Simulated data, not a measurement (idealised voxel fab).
Process module in this document: voxel wiring stack
Cross-section cut: width 295 nm, square cells of 5 nm.
How to read a cross-section here: the picture is a grid of square cells, written as bands going from the top down, and any band can span one or more rows of cells. Heads up on the band format: heights come first, top then bottom, in nm. After that it's the materials left to right, each with its width in nm. A single material flagged "all across" fills the whole band edge to edge, and "air" means there's empty space there. For the purposes of this specification, 0 denotes the height below which the wafer in its as-received condition is composed wholly of one material, and the lowermost band, lacking a lower limit, extends downward without end, as expressed in "top 0, no bottom". Top row gets the first number, bottom row gets the second, and each row in between changes by the same step: that is how a band width like "30 to 40" works. Step note "same as before" = no cross-section cell changed. This entry, "Sealed internal cavities", enumerates those empty regions of no fewer than 8 cells that possess no open connection to the top. Each region is reported in the form width x height at distance, the distance being taken from the left edge, with all three quantities expressed in nm. The remark found on a step's line after its settings is issued by the simulator itself and pertains to that step. The setting "overlay nm" may be written on the line of a step. When the step uses a mask, the value reports how far to the right of the planned place the mask lay, and a negative value reports that it lay to the left. In what follows, pairs of cross-sections are presented, each taken before and after one process step, with the after cross-section shown only down to the lowest band that was altered; the step, together with its settings, is stated below the pair. The pairs may stem from different runs of this module on the same starting wafer; accordingly, a pair should be taken as continuing from the one above it solely where its entry headed "Before the step" indicates as much.
## Before the step
    top 0, no bottom | Si all across
    Sealed internal cavities: none
## Post-Step Geometry
    top 10, bottom 0 | SiO2 all across
    Under 0: no change, same as before.
    Sealed internal cavities: none
Step between the cross-sections above: CONFORMAL_DEP,material SiO2,thk nm 10
Before the step: For the state before this step, see the after cross-section of the pair located directly above.
## Post-Step Geometry
    top 15, bottom 10 | TiN all across
    Under 10: no change, same as before.
    Sealed internal cavities: none
Step between the cross-sections above: DIRECTIONAL_DEP,material TiN,thk nm 5
Before the step: For the state before this step, see the after cross-section of the pair located directly above.
## Post-Step Geometry
    top 35, bottom 15 | Ru all across
    Under 15: no change, same as before.
    Sealed internal cavities: none
Step between the cross-sections above: DIRECTIONAL_DEP,material Ru,thk nm 20
Before the step: For the state before this step, see the after cross-section of the pair located directly above.
## Post-Step Geometry
    top 35, bottom 15 | air: 55 | Ru: 30 | air: 20 | Ru: 30 | air: 20 | Ru: 30 | air: 20 | Ru: 30 | air: 60
    Under 15: no change, same as before.
    Sealed internal cavities: none
Step between the cross-sections above: MASKED_ETCH,tone cover,mask id METAL_1,width nm 30,pitch nm 50,etch materials Ru,depth nm 20,overlay nm 0
Before the step: For the state before this step, see the after cross-section of the pair located directly above.
## Post-Step Geometry
    top 35, bottom 15 | air: 55 | Ru: 30 | air: 20 | Ru: 30 | air: 20 | Ru: 30 | air: 20 | Ru: 30 | air: 60
    top 15, bottom 10 | air: 55 | TiN: 30 | air: 20 | TiN: 30 | air: 20 | TiN: 30 | air: 20 | TiN: 30 | air: 60
    Under 10: no change, same as before.
    Sealed internal cavities: none
Step between the cross-sections above: MASKED_ETCH,tone cover,mask id METAL_1,width nm 30,pitch nm 50,etch materials TiN,depth nm 5,overlay nm 0
Before the step: For the state before this step, see the after cross-section of the pair located directly above.
## Post-Step Geometry
    top 40, bottom 35 | SiO2 all across
    top 35, bottom 15 | SiO2: 55 | Ru: 30 | SiO2: 20 | Ru: 30 | SiO2: 20 | Ru: 30 | SiO2: 20 | Ru: 30 | SiO2: 60
    top 15, bottom 10 | SiO2: 55 | TiN: 30 | SiO2: 20 | TiN: 30 | SiO2: 20 | TiN: 30 | SiO2: 20 | TiN: 30 | SiO2: 60
    Under 10: no change, same as before.
    Sealed internal cavities: none
Step between the cross-sections above: FILL_DEP,material SiO2,thk nm 5
Before the step: For the state before this step, see the after cross-section of the pair located directly above.
## Post-Step Geometry
    top 35, bottom 15 | SiO2: 55 | Ru: 30 | SiO2: 20 | Ru: 30 | SiO2: 20 | Ru: 30 | SiO2: 20 | Ru: 30 | SiO2: 60
    Under 15: no change, same as before.
    Sealed internal cavities: none
Step between the cross-sections above: CMP,height nm 35
Before the step: For the state before this step, see the after cross-section of the pair located directly above.
## Post-Step Geometry
    top 40, bottom 35 | SiCN all across
    Under 35: no change, same as before.
    Sealed internal cavities: none
Step between the cross-sections above: CONFORMAL_DEP,material SiCN,thk nm 5
Before the step: For the state before this step, see the after cross-section of the pair located directly above.
## Post-Step Geometry
    top 65, bottom 40 | lowk all across
    Under 40: no change, same as before.
    Sealed internal cavities: none
Step between the cross-sections above: DIRECTIONAL_DEP,material lowk,thk nm 25
Before the step: For the state before this step, see the after cross-section of the pair located directly above.
## Post-Step Geometry
    top 65, bottom 40 | lowk: 55 | air: 15 | lowk: 35 | air: 15 | lowk: 35 | air: 15 | lowk: 35 | air: 15 | lowk: 75
    Under 40: no change, same as before.
    Sealed internal cavities: none
Step between the cross-sections above: MASKED_ETCH,tone open,mask id METAL_2_HOLES,width nm 15,pitch nm 50,etch materials lowk,depth nm 25,overlay nm 0
Before the step: For the state before this step, see the after cross-section of the pair located directly above.
## Post-Step Geometry
    top 65, bottom 50 | lowk: 55 | air: 30 | lowk: 20 | air: 30 | lowk: 20 | air: 30 | lowk: 20 | air: 30 | lowk: 60
    Under 50: no change, same as before.
    Sealed internal cavities: none
Step between the cross-sections above: MASKED_ETCH,tone open,mask id METAL_2,width nm 30,pitch nm 50,etch materials lowk,depth nm 15,overlay nm 0
Before the step: For the state before this step, see the after cross-section of the pair located directly above.
## Post-Step Geometry
    top 65, bottom 50 | lowk: 55 | air: 30 | lowk: 20 | air: 30 | lowk: 20 | air: 30 | lowk: 20 | air: 30 | lowk: 60
    top 50, bottom 40 | lowk: 55 | air: 15 | lowk: 35 | air: 15 | lowk: 35 | air: 15 | lowk: 35 | air: 15 | lowk: 75
    top 40, bottom 35 | SiCN: 55 | air: 15 | SiCN: 35 | air: 15 | SiCN: 35 | air: 15 | SiCN: 35 | air: 15 | SiCN: 75
    Under 35: no change, same as before.
    Sealed internal cavities: none
Step between the cross-sections above: MASKED_ETCH,tone open,mask id METAL_2,width nm 30,pitch nm 50,etch materials SiCN,depth nm 5,overlay nm 0
Before the step: For the state before this step, see the after cross-section of the pair located directly above.
## Post-Step Geometry
    top 70, bottom 65 | TiN: 60 | air: 20 | TiN: 30 | air: 20 | TiN: 30 | air: 20 | TiN: 30 | air: 20 | TiN: 65
    top 65, bottom 55 | lowk: 55 | TiN: 5 | air: 20 | TiN: 5 | lowk: 20 | TiN: 5 | air: 20 | TiN: 5 | lowk: 20 | TiN: 5 | air: 20 | TiN: 5 | lowk: 20 | TiN: 5 | air: 20 | TiN: 5 | lowk: 60
    top 55, bottom 50 | lowk: 55 | TiN: 5 | air: 5 | TiN: 20 | lowk: 20 | TiN: 5 | air: 5 | TiN: 20 | lowk: 20 | TiN: 5 | air: 5 | TiN: 20 | lowk: 20 | TiN: 5 | air: 5 | TiN: 20 | lowk: 60
    top 50, bottom 40 | lowk: 55 | TiN: 5 | air: 5 | TiN: 5 | lowk: 35 | TiN: 5 | air: 5 | TiN: 5 | lowk: 35 | TiN: 5 | air: 5 | TiN: 5 | lowk: 35 | TiN: 5 | air: 5 | TiN: 5 | lowk: 75
    top 40, bottom 35 | SiCN: 55 | TiN: 15 | SiCN: 35 | TiN: 15 | SiCN: 35 | TiN: 15 | SiCN: 35 | TiN: 15 | SiCN: 75
    Under 35: no change, same as before.
    Sealed internal cavities: none
Step between the cross-sections above: CONFORMAL_DEP,material TiN,thk nm 5
Before the step: For the state before this step, see the after cross-section of the pair located directly above.
## Post-Step Geometry
    top 75, bottom 70 | Ru all across
    top 70, bottom 65 | TiN: 60 | Ru: 20 | TiN: 30 | Ru: 20 | TiN: 30 | Ru: 20 | TiN: 30 | Ru: 20 | TiN: 65
    top 65, bottom 55 | lowk: 55 | TiN: 5 | Ru: 20 | TiN: 5 | lowk: 20 | TiN: 5 | Ru: 20 | TiN: 5 | lowk: 20 | TiN: 5 | Ru: 20 | TiN: 5 | lowk: 20 | TiN: 5 | Ru: 20 | TiN: 5 | lowk: 60
    top 55, bottom 50 | lowk: 55 | TiN: 5 | Ru: 5 | TiN: 20 | lowk: 20 | TiN: 5 | Ru: 5 | TiN: 20 | lowk: 20 | TiN: 5 | Ru: 5 | TiN: 20 | lowk: 20 | TiN: 5 | Ru: 5 | TiN: 20 | lowk: 60
    top 50, bottom 40 | lowk: 55 | TiN: 5 | Ru: 5 | TiN: 5 | lowk: 35 | TiN: 5 | Ru: 5 | TiN: 5 | lowk: 35 | TiN: 5 | Ru: 5 | TiN: 5 | lowk: 35 | TiN: 5 | Ru: 5 | TiN: 5 | lowk: 75
    Under 40: no change, same as before.
    Sealed internal cavities: none
Step between the cross-sections above: FILL_DEP,material Ru,thk nm 5
Before the step: For the state before this step, see the after cross-section of the pair located directly above.
## Post-Step Geometry
    top 65, bottom 55 | lowk: 55 | TiN: 5 | Ru: 20 | TiN: 5 | lowk: 20 | TiN: 5 | Ru: 20 | TiN: 5 | lowk: 20 | TiN: 5 | Ru: 20 | TiN: 5 | lowk: 20 | TiN: 5 | Ru: 20 | TiN: 5 | lowk: 60
    Under 55: no change, same as before.
    Sealed internal cavities: none
Step between the cross-sections above: CMP,height nm 65
Before the step: For the state before this step, see the after cross-section of the pair located directly above.
## Post-Step Geometry
    top 70, bottom 65 | SiCN all across
    Under 65: no change, same as before.
    Sealed internal cavities: none
Step between the cross-sections above: CONFORMAL_DEP,material SiCN,thk nm 5
Before the step: For the state before this step, see the after cross-section of the pair located directly above.
## Post-Step Geometry
    top 80, bottom 70 | SiO2 all across
    Under 70: no change, same as before.
    Sealed internal cavities: none
Step between the cross-sections above: DIRECTIONAL_DEP,material SiO2,thk nm 10
Before the step: For the state before this step, see the after cross-section of the pair located directly above.
## Post-Step Geometry
    top 80, bottom 70 | SiO2: 55 | air: 15 | SiO2: 85 | air: 15 | SiO2: 125
    Under 70: no change, same as before.
    Sealed internal cavities: none
Step between the cross-sections above: MASKED_ETCH,tone open,mask id PLUG_2,width nm 15,pitch nm 100,etch materials SiO2,depth nm 10,overlay nm 0
Before the step: For the state before this step, see the after cross-section of the pair located directly above.
## Post-Step Geometry
    top 80, bottom 70 | SiO2: 55 | air: 15 | SiO2: 85 | air: 15 | SiO2: 125
    top 70, bottom 65 | SiCN: 55 | air: 15 | SiCN: 85 | air: 15 | SiCN: 125
    Under 65: no change, same as before.
    Sealed internal cavities: none
Step between the cross-sections above: MASKED_ETCH,tone open,mask id PLUG_2,width nm 15,pitch nm 100,etch materials SiCN,depth nm 5,overlay nm 0
Before the step: For the state before this step, see the after cross-section of the pair located directly above.
## Post-Step Geometry
    top 80, bottom 75 | SiO2: 55 | air: 15 | SiO2: 85 | air: 15 | SiO2: 125
    top 75, bottom 70 | SiO2: 55 | Ru: 15 | SiO2: 85 | Ru: 15 | SiO2: 125
    top 70, bottom 65 | SiCN: 55 | Ru: 15 | SiCN: 85 | Ru: 15 | SiCN: 125
    Under 65: no change, same as before.
    Sealed internal cavities: none
Step between the cross-sections above: EPI,material Ru,thk nm 10
Before the step: For the state before this step, see the after cross-section of the pair located directly above.
## Post-Step Geometry
    top 80, bottom 70 | SiO2: 55 | Ru: 15 | SiO2: 85 | Ru: 15 | SiO2: 125
    Under 70: no change, same as before.
    Sealed internal cavities: none
Step between the cross-sections above: EPI,material Ru,thk nm 5
Before the step: For the state before this step, see the after cross-section of the pair located directly above.
## Post-Step Geometry
    top 85, bottom 80 | TiN all across
    Under 80: no change, same as before.
    Sealed internal cavities: none
Step between the cross-sections above: DIRECTIONAL_DEP,material TiN,thk nm 5
Before the step: For the state before this step, see the after cross-section of the pair located directly above.
## Post-Step Geometry
    top 110, bottom 85 | W all across
    Under 85: no change, same as before.
    Sealed internal cavities: none
Step between the cross-sections above: DIRECTIONAL_DEP,material W,thk nm 25
Before the step: For the state before this step, see the after cross-section of the pair located directly above.
## Post-Step Geometry
    top 110, bottom 85 | air: 55 | W: 30 | air: 20 | W: 30 | air: 20 | W: 30 | air: 20 | W: 30 | air: 60
    Under 85: no change, same as before.
    Sealed internal cavities: none
Step between the cross-sections above: MASKED_ETCH,tone cover,mask id METAL_3,width nm 30,pitch nm 50,etch materials W,depth nm 25,overlay nm 0
Before the step: For the state before this step, see the after cross-section of the pair located directly above.
## Post-Step Geometry
    top 110, bottom 85 | air: 55 | W: 30 | air: 20 | W: 30 | air: 20 | W: 30 | air: 20 | W: 30 | air: 60
    top 85, bottom 80 | air: 55 | TiN: 30 | air: 20 | TiN: 30 | air: 20 | TiN: 30 | air: 20 | TiN: 30 | air: 60
    Under 80: no change, same as before.
    Sealed internal cavities: none
Step between the cross-sections above: MASKED_ETCH,tone cover,mask id METAL_3,width nm 30,pitch nm 50,etch materials TiN,depth nm 5,overlay nm 0
Before the step: For the state before this step, see the after cross-section of the pair located directly above.
## Post-Step Geometry
    top 115, bottom 110 | air: 50 | SiCN: 40 | air: 10 | SiCN: 40 | air: 10 | SiCN: 40 | air: 10 | SiCN: 40 | air: 55
    top 110, bottom 85 | air: 50 | SiCN: 5 | W: 30 | SiCN: 5 | air: 10 | SiCN: 5 | W: 30 | SiCN: 5 | air: 10 | SiCN: 5 | W: 30 | SiCN: 5 | air: 10 | SiCN: 5 | W: 30 | SiCN: 5 | air: 55
    top 85, bottom 80 | SiCN: 55 | TiN: 30 | SiCN: 20 | TiN: 30 | SiCN: 20 | TiN: 30 | SiCN: 20 | TiN: 30 | SiCN: 60
    Under 80: no change, same as before.
    Sealed internal cavities: none
Step between the cross-sections above: CONFORMAL_DEP,material SiCN,thk nm 5
Before the step: For the state before this step, see the after cross-section of the pair located directly above.
## Post-Step Geometry
    top 120, bottom 115 | lowk all across
    top 115, bottom 110 | lowk: 50 | SiCN: 40 | lowk: 10 | SiCN: 40 | lowk: 10 | SiCN: 40 | lowk: 10 | SiCN: 40 | lowk: 55
    top 110, bottom 85 | lowk: 50 | SiCN: 5 | W: 30 | SiCN: 5 | lowk: 10 | SiCN: 5 | W: 30 | SiCN: 5 | lowk: 10 | SiCN: 5 | W: 30 | SiCN: 5 | lowk: 10 | SiCN: 5 | W: 30 | SiCN: 5 | lowk: 55
    Under 85: no change, same as before.
    Sealed internal cavities: none
Step between the cross-sections above: FILL_DEP,material lowk,thk nm 5
Before the step: For the state before this step, see the after cross-section of the pair located directly above.
## Post-Step Geometry
    top 110, bottom 85 | lowk: 50 | SiCN: 5 | W: 30 | SiCN: 5 | lowk: 10 | SiCN: 5 | W: 30 | SiCN: 5 | lowk: 10 | SiCN: 5 | W: 30 | SiCN: 5 | lowk: 10 | SiCN: 5 | W: 30 | SiCN: 5 | lowk: 55
    Under 85: no change, same as before.
    Sealed internal cavities: none
Step between the cross-sections above: CMP,height nm 110
Before the step: For the state before this step, see the after cross-section of the pair located directly above.
## Post-Step Geometry
    top 115, bottom 110 | SiCN all across
    Under 110: no change, same as before.
    Sealed internal cavities: none
Step between the cross-sections above: CONFORMAL_DEP,material SiCN,thk nm 5
Before the step: For the state before this step, see the after cross-section of the pair located directly above.
## Post-Step Geometry
    top 140, bottom 115 | SiO2 all across
    Under 115: no change, same as before.
    Sealed internal cavities: none
Step between the cross-sections above: DIRECTIONAL_DEP,material SiO2,thk nm 25
Before the step: For the state before this step, see the after cross-section of the pair located directly above.
## Post-Step Geometry
    top 150, bottom 140 | aC all across
    Under 140: no change, same as before.
    Sealed internal cavities: none
Step between the cross-sections above: DIRECTIONAL_DEP,material aC,thk nm 10
Before the step: For the state before this step, see the after cross-section of the pair located directly above.
## Post-Step Geometry
    top 175, bottom 150 | resist: 55 | air: 30 | resist: 20 | air: 30 | resist: 20 | air: 30 | resist: 20 | air: 30 | resist: 60
    Under 150: no change, same as before.
    Sealed internal cavities: none
Step between the cross-sections above: PATTERN,tone open,mask id METAL_4,material resist,width nm 30,pitch nm 50,thk nm 25,overlay nm 0
Before the step: For the state before this step, see the after cross-section of the pair located directly above.
## Post-Step Geometry
    top 165, bottom 150 | resist: 55 | air: 30 | resist: 20 | air: 30 | resist: 20 | air: 30 | resist: 20 | air: 30 | resist: 60
    top 150, bottom 140 | aC: 55 | air: 30 | aC: 20 | air: 30 | aC: 20 | air: 30 | aC: 20 | air: 30 | aC: 60
    Under 140: no change, same as before.
    Sealed internal cavities: none
Step between the cross-sections above: DIRECTIONAL_ETCH,etch materials aC,depth nm 10
Before the step: For the state before this step, see the after cross-section of the pair located directly above.
## Post-Step Geometry
    top 150, bottom 140 | aC: 55 | air: 30 | aC: 20 | air: 30 | aC: 20 | air: 30 | aC: 20 | air: 30 | aC: 60
    Under 140: no change, same as before.
    Sealed internal cavities: none
Step between the cross-sections above: STRIP,etch materials resist
Before the step: For the state before this step, see the after cross-section of the pair located directly above.
## Post-Step Geometry
    top 150, bottom 140 | aC: 55 | air: 30 | aC: 20 | air: 30 | aC: 20 | air: 30 | aC: 20 | air: 30 | aC: 60
    top 140, bottom 125 | SiO2: 55 | air: 30 | SiO2: 20 | air: 30 | SiO2: 20 | air: 30 | SiO2: 20 | air: 30 | SiO2: 60
    Under 125: no change, same as before.
    Sealed internal cavities: none
Step between the cross-sections above: DIRECTIONAL_ETCH,etch materials SiO2,depth nm 15
Before the step: For the state before this step, see the after cross-section of the pair located directly above.
## Post-Step Geometry
    top 140, bottom 125 | SiO2: 55 | air: 30 | SiO2: 20 | air: 30 | SiO2: 20 | air: 30 | SiO2: 20 | air: 30 | SiO2: 60
    Under 125: no change, same as before.
    Sealed internal cavities: none
Step between the cross-sections above: STRIP,etch materials aC
Before the step: For the state before this step, see the after cross-section of the pair located directly above.
## Post-Step Geometry
    top 140, bottom 125 | SiO2: 55 | air: 30 | SiO2: 20 | air: 30 | SiO2: 20 | air: 30 | SiO2: 20 | air: 30 | SiO2: 60
    top 125, bottom 115 | SiO2: 55 | air: 15 | SiO2: 35 | air: 15 | SiO2: 35 | air: 15 | SiO2: 35 | air: 15 | SiO2: 75
    Under 115: no change, same as before.
    Sealed internal cavities: none
Step between the cross-sections above: MASKED_ETCH,tone open,mask id METAL_4_HOLES,width nm 15,pitch nm 50,etch materials SiO2,depth nm 10,overlay nm 0
Before the step: For the state before this step, see the after cross-section of the pair located directly above.
## Post-Step Geometry
    top 140, bottom 125 | SiO2: 55 | air: 30 | SiO2: 20 | air: 30 | SiO2: 20 | air: 30 | SiO2: 20 | air: 30 | SiO2: 60
    top 125, bottom 115 | SiO2: 55 | air: 15 | SiO2: 35 | air: 15 | SiO2: 35 | air: 15 | SiO2: 35 | air: 15 | SiO2: 75
    top 115, bottom 110 | SiCN: 55 | air: 15 | SiCN: 35 | air: 15 | SiCN: 35 | air: 15 | SiCN: 35 | air: 15 | SiCN: 75
    Under 110: no change, same as before.
    Sealed internal cavities: none
Step between the cross-sections above: MASKED_ETCH,tone open,mask id METAL_4_HOLES,width nm 15,pitch nm 50,etch materials SiCN,depth nm 5,overlay nm 0
Before the step: For the state before this step, see the after cross-section of the pair located directly above.
## Post-Step Geometry
    top 145, bottom 140 | TiN: 60 | air: 20 | TiN: 30 | air: 20 | TiN: 30 | air: 20 | TiN: 30 | air: 20 | TiN: 65
    top 140, bottom 130 | SiO2: 55 | TiN: 5 | air: 20 | TiN: 5 | SiO2: 20 | TiN: 5 | air: 20 | TiN: 5 | SiO2: 20 | TiN: 5 | air: 20 | TiN: 5 | SiO2: 20 | TiN: 5 | air: 20 | TiN: 5 | SiO2: 60
    top 130, bottom 125 | SiO2: 55 | TiN: 5 | air: 5 | TiN: 20 | SiO2: 20 | TiN: 5 | air: 5 | TiN: 20 | SiO2: 20 | TiN: 5 | air: 5 | TiN: 20 | SiO2: 20 | TiN: 5 | air: 5 | TiN: 20 | SiO2: 60
    top 125, bottom 115 | SiO2: 55 | TiN: 5 | air: 5 | TiN: 5 | SiO2: 35 | TiN: 5 | air: 5 | TiN: 5 | SiO2: 35 | TiN: 5 | air: 5 | TiN: 5 | SiO2: 35 | TiN: 5 | air: 5 | TiN: 5 | SiO2: 75
    top 115, bottom 110 | SiCN: 55 | TiN: 15 | SiCN: 35 | TiN: 15 | SiCN: 35 | TiN: 15 | SiCN: 35 | TiN: 15 | SiCN: 75
    Under 110: no change, same as before.
    Sealed internal cavities: none
Step between the cross-sections above: CONFORMAL_DEP,material TiN,thk nm 5
Before the step: For the state before this step, see the after cross-section of the pair located directly above.
## Post-Step Geometry
    top 155, bottom 145 | Cu all across
    top 145, bottom 140 | TiN: 60 | Cu: 20 | TiN: 30 | Cu: 20 | TiN: 30 | Cu: 20 | TiN: 30 | Cu: 20 | TiN: 65
    top 140, bottom 130 | SiO2: 55 | TiN: 5 | Cu: 20 | TiN: 5 | SiO2: 20 | TiN: 5 | Cu: 20 | TiN: 5 | SiO2: 20 | TiN: 5 | Cu: 20 | TiN: 5 | SiO2: 20 | TiN: 5 | Cu: 20 | TiN: 5 | SiO2: 60
    top 130, bottom 125 | SiO2: 55 | TiN: 5 | Cu: 5 | TiN: 20 | SiO2: 20 | TiN: 5 | Cu: 5 | TiN: 20 | SiO2: 20 | TiN: 5 | Cu: 5 | TiN: 20 | SiO2: 20 | TiN: 5 | Cu: 5 | TiN: 20 | SiO2: 60
    top 125, bottom 115 | SiO2: 55 | TiN: 5 | Cu: 5 | TiN: 5 | SiO2: 35 | TiN: 5 | Cu: 5 | TiN: 5 | SiO2: 35 | TiN: 5 | Cu: 5 | TiN: 5 | SiO2: 35 | TiN: 5 | Cu: 5 | TiN: 5 | SiO2: 75
    Under 115: no change, same as before.
    Sealed internal cavities: none
Step between the cross-sections above: FILL_DEP,material Cu,thk nm 10
Before the step: For the state before this step, see the after cross-section of the pair located directly above.
## Post-Step Geometry
    top 140, bottom 130 | SiO2: 55 | TiN: 5 | Cu: 20 | TiN: 5 | SiO2: 20 | TiN: 5 | Cu: 20 | TiN: 5 | SiO2: 20 | TiN: 5 | Cu: 20 | TiN: 5 | SiO2: 20 | TiN: 5 | Cu: 20 | TiN: 5 | SiO2: 60
    Under 130: no change, same as before.
    Sealed internal cavities: none
Step between the cross-sections above: CMP,height nm 140
Before the step: For the state before this step, see the after cross-section of the pair located directly above.
## Post-Step Geometry
    top 145, bottom 140 | SiN all across
    Under 140: no change, same as before.
    Sealed internal cavities: none
Step between the cross-sections above: CONFORMAL_DEP,material SiN,thk nm 5
## Before the step
    top 70, bottom 65 | SiCN all across
    top 65, bottom 55 | lowk: 55 | TiN: 5 | Ru: 20 | TiN: 5 | lowk: 20 | TiN: 5 | Ru: 20 | TiN: 5 | lowk: 20 | TiN: 5 | Ru: 20 | TiN: 5 | lowk: 20 | TiN: 5 | Ru: 20 | TiN: 5 | lowk: 60
    top 55, bottom 50 | lowk: 55 | TiN: 5 | Ru: 5 | TiN: 20 | lowk: 20 | TiN: 5 | Ru: 5 | TiN: 20 | lowk: 20 | TiN: 5 | Ru: 5 | TiN: 20 | lowk: 20 | TiN: 5 | Ru: 5 | TiN: 20 | lowk: 60
    top 50, bottom 40 | lowk: 55 | TiN: 5 | Ru: 5 | TiN: 5 | lowk: 35 | TiN: 5 | Ru: 5 | TiN: 5 | lowk: 35 | TiN: 5 | Ru: 5 | TiN: 5 | lowk: 35 | TiN: 5 | Ru: 5 | TiN: 5 | lowk: 75
    top 40, bottom 35 | SiCN: 55 | TiN: 15 | SiCN: 35 | TiN: 15 | SiCN: 35 | TiN: 15 | SiCN: 35 | TiN: 15 | SiCN: 75
    top 35, bottom 15 | SiO2: 55 | Ru: 30 | SiO2: 20 | Ru: 30 | SiO2: 20 | Ru: 30 | SiO2: 20 | Ru: 30 | SiO2: 60
    top 15, bottom 10 | SiO2: 55 | TiN: 30 | SiO2: 20 | TiN: 30 | SiO2: 20 | TiN: 30 | SiO2: 20 | TiN: 30 | SiO2: 60
    top 10, bottom 0 | SiO2 all across
    top 0, no bottom | Si all across
    Sealed internal cavities: none
## Post-Step Geometry
    top 70, bottom 65 | SiCN: 55 | air: 15 | SiCN: 85 | air: 15 | SiCN: 125
    Under 65: no change, same as before.
    Sealed internal cavities: none
Step between the cross-sections above: MASKED_ETCH,tone open,mask id PLUG_2,width nm 15,pitch nm 100,etch materials SiCN,depth nm 5,overlay nm 0
Before the step: For the state before this step, see the after cross-section of the pair located directly above.
## Post-Step Geometry
    top 75, bottom 70 | air: 50 | Ru: 25 | air: 75 | Ru: 25 | air: 120
    top 70, bottom 65 | SiCN: 55 | Ru: 15 | SiCN: 85 | Ru: 15 | SiCN: 125
    Under 65: no change, same as before.
    Sealed internal cavities: none
Step between the cross-sections above: EPI,material Ru,thk nm 10
Before the step: For the state before this step, see the after cross-section of the pair located directly above.
## Post-Step Geometry
    top 80, bottom 70 | air: 45 | Ru: 35 | air: 65 | Ru: 35 | air: 115
    Under 70: no change, same as before.
    Sealed internal cavities: none
Step between the cross-sections above: EPI,material Ru,thk nm 5
Before the step: For the state before this step, see the after cross-section of the pair located directly above.
## Post-Step Geometry
    top 85, bottom 80 | air: 45 | TiN: 35 | air: 65 | TiN: 35 | air: 115
    top 80, bottom 75 | air: 45 | Ru: 35 | air: 65 | Ru: 35 | air: 115
    top 75, bottom 70 | TiN: 45 | Ru: 35 | TiN: 65 | Ru: 35 | TiN: 115
    Under 70: no change, same as before.
    Sealed internal cavities: none
Step between the cross-sections above: DIRECTIONAL_DEP,material TiN,thk nm 5
Before the step: For the state before this step, see the after cross-section of the pair located directly above.
## Post-Step Geometry
    top 110, bottom 100 | air: 45 | W: 35 | air: 65 | W: 35 | air: 115
    top 100, bottom 85 | W all across
    top 85, bottom 80 | W: 45 | TiN: 35 | W: 65 | TiN: 35 | W: 115
    top 80, bottom 75 | W: 45 | Ru: 35 | W: 65 | Ru: 35 | W: 115
    Under 75: no change, same as before.
    Sealed internal cavities: none
Step between the cross-sections above: DIRECTIONAL_DEP,material W,thk nm 25
Before the step: For the state before this step, see the after cross-section of the pair located directly above.
## Post-Step Geometry
    top 110, bottom 100 | air: 55 | W: 25 | air: 75 | W: 25 | air: 115
    top 100, bottom 85 | air: 55 | W: 30 | air: 20 | W: 30 | air: 20 | W: 30 | air: 20 | W: 30 | air: 60
    top 85, bottom 80 | air: 45 | TiN: 35 | W: 5 | air: 20 | W: 30 | air: 10 | TiN: 35 | W: 5 | air: 20 | W: 30 | air: 60
    top 80, bottom 75 | air: 45 | Ru: 35 | W: 5 | air: 20 | W: 30 | air: 10 | Ru: 35 | W: 5 | air: 20 | W: 30 | air: 60
    Under 75: no change, same as before.
    Sealed internal cavities: none
Step between the cross-sections above: MASKED_ETCH,tone cover,mask id METAL_3,width nm 30,pitch nm 50,etch materials W,depth nm 25,overlay nm 0
Before the step: For the state before this step, see the after cross-section of the pair located directly above.
## Post-Step Geometry
    top 110, bottom 100 | air: 55 | W: 25 | air: 75 | W: 25 | air: 115
    top 100, bottom 85 | air: 55 | W: 30 | air: 20 | W: 30 | air: 20 | W: 30 | air: 20 | W: 30 | air: 60
    top 85, bottom 80 | air: 55 | TiN: 25 | W: 5 | air: 20 | W: 30 | air: 20 | TiN: 25 | W: 5 | air: 20 | W: 30 | air: 60
    top 80, bottom 75 | air: 45 | Ru: 35 | W: 5 | air: 20 | W: 30 | air: 10 | Ru: 35 | W: 5 | air: 20 | W: 30 | air: 60
    top 75, bottom 70 | air: 45 | Ru: 35 | TiN: 5 | air: 20 | TiN: 30 | air: 10 | Ru: 35 | TiN: 5 | air: 20 | TiN: 30 | air: 60
    Under 70: no change, same as before.
    Sealed internal cavities: none
Step between the cross-sections above: MASKED_ETCH,tone cover,mask id METAL_3,width nm 30,pitch nm 50,etch materials TiN,depth nm 5,overlay nm 0
Before the step: For the state before this step, see the after cross-section of the pair located directly above.
## Post-Step Geometry
    top 115, bottom 110 | air: 50 | SiCN: 35 | air: 65 | SiCN: 35 | air: 110
    top 110, bottom 105 | air: 50 | SiCN: 5 | W: 25 | SiCN: 5 | air: 65 | SiCN: 5 | W: 25 | SiCN: 5 | air: 110
    top 105, bottom 100 | air: 50 | SiCN: 5 | W: 25 | SiCN: 10 | air: 10 | SiCN: 40 | air: 10 | SiCN: 5 | W: 25 | SiCN: 10 | air: 10 | SiCN: 40 | air: 55
    top 100, bottom 85 | air: 50 | SiCN: 5 | W: 30 | SiCN: 5 | air: 10 | SiCN: 5 | W: 30 | SiCN: 5 | air: 10 | SiCN: 5 | W: 30 | SiCN: 5 | air: 10 | SiCN: 5 | W: 30 | SiCN: 5 | air: 55
    top 85, bottom 80 | air: 40 | SiCN: 15 | TiN: 25 | W: 5 | SiCN: 5 | air: 10 | SiCN: 5 | W: 30 | SiCN: 20 | TiN: 25 | W: 5 | SiCN: 5 | air: 10 | SiCN: 5 | W: 30 | SiCN: 5 | air: 55
    top 80, bottom 75 | air: 40 | SiCN: 5 | Ru: 35 | W: 5 | SiCN: 5 | air: 10 | SiCN: 5 | W: 30 | SiCN: 10 | Ru: 35 | W: 5 | SiCN: 5 | air: 10 | SiCN: 5 | W: 30 | SiCN: 5 | air: 55
    top 75, bottom 70 | SiCN: 45 | Ru: 35 | TiN: 5 | SiCN: 20 | TiN: 30 | SiCN: 10 | Ru: 35 | TiN: 5 | SiCN: 20 | TiN: 30 | SiCN: 60
    Under 70: no change, same as before.
    Sealed internal cavities: none
Step between the cross-sections above: CONFORMAL_DEP,material SiCN,thk nm 5
